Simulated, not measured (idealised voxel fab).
A process module follows: voxel released beams.
Displayed cross-section: cut, width of 255 nm, square cells sized 5 nm.
The cross-sections in this document take the form of a grid made of square cells. They are written out as bands, in order from top to bottom. Each band consists of one or more rows of cells. Basically the band line says how high the top is and how high the bottom is, in nm, and then what's in it from left to right, every material with its width in nm. Empty space shows up as "empty", and if a single material carries "edge to edge" it runs the full band edge to edge. Heights from 0 (as-received wafer is one material below). Bottom band endless downward, as "0 down". Width spec "30..40" -> top row of cells at first value, bottom row at second value, equal per-row change in between. No cell of the cross-section changed in a step that is given as "no change". Entry "Enclosed voids". Content: empty spaces with no open connection to the top, size 8 cells or greater. Each: width x height at distance. Distance: from left edge. Unit: nm. What comes after the settings on a step's line is commentary from the simulator itself on that step. "overlay nm" answers the question of how far to the right of plan the mask lay on a step that has a mask, and when it is negative the answer is to the left.
Planned process steps:
- 1: RECEIVE | material Si
- 2: CONFORMAL_DEP | material Al2O3 | thk nm 5
- 3: DIRECTIONAL_DEP | material SiO2 | thk nm 15
- 4: MASKED_ETCH | tone open | mask id ANCHOR | width nm 40 | etch materials SiO2 | depth nm 15 | overlay nm 0
- 5: CONFORMAL_DEP | material polySi | thk nm 15
- 6: MASKED_ETCH | tone cover | mask id BEAM | width nm 125 | etch materials polySi | depth nm 15 | overlay nm 0
- 7: STRIP | etch materials SiO2
Below: the first of two wafers, run as planned:
Received-state cross-section, reflecting completion of step 1:
> 0 down | Si edge to edge
> Enclosed voids: none
Step 2 complete: cross-section through the wafer:
> 5 to 0 | Al2O3 edge to edge
> Under 0: no change, same as before.
Step 3 complete: cross-section through the wafer:
> 20 to 5 | SiO2 edge to edge
> Under 5: no change, same as before.
Step 4 complete: cross-section through the wafer:
> 20 to 5 | SiO2 65 nm, then empty 40 nm, then SiO2 150 nm
> Under 5: no change, same as before.
Step 5 complete: cross-section through the wafer:
> 35 to 20 | polySi 80 nm, then empty 10 nm, then polySi 165 nm
> 20 to 5 | SiO2 65 nm, then polySi 40 nm, then SiO2 150 nm
> Under 5: no change, same as before.
Step 6 complete: cross-section through the wafer:
> 35 to 20 | empty 60 nm, then polySi 20 nm, then empty 10 nm, then polySi 95 nm, then empty 70 nm
> Under 20: no change, same as before.
Step 7 complete: cross-section through the wafer:
> 35 to 20 | empty 60 nm, then polySi 20 nm, then empty 10 nm, then polySi 95 nm, then empty 70 nm
> 20 to 5 | empty 65 nm, then polySi 40 nm, then empty 150 nm
> Under 5: no change, same as before.
For the second wafer, take the first wafer's start and plan, then add one mistake made in running it; everything through step 1, that step included, is shared with the first:
The second wafer in cross-section, at the planned close of step 2:
> 15 to 0 | SiO2 edge to edge
> Under 0: no change, same as before.
The second wafer in cross-section, at the planned close of step 3:
> 20 to 15 | Al2O3 edge to edge
> Under 15: no change, same as before.
The second wafer in cross-section, at the planned close of step 4: no change
The second wafer in cross-section, at the planned close of step 5:
> 35 to 20 | polySi edge to edge
> Under 20: no change, same as before.
The second wafer in cross-section, at the planned close of step 6:
> 35 to 20 | empty 60 nm, then polySi 125 nm, then empty 70 nm
> Under 20: no change, same as before.
The second wafer in cross-section, at the planned close of step 7: no change
Want to know what went wrong? swap of plan steps 2 and 3 during execution
Per the end-of-run cell counts, the second wafer holds more or fewer of some materials than the first: SiO2 +153, polySi -18
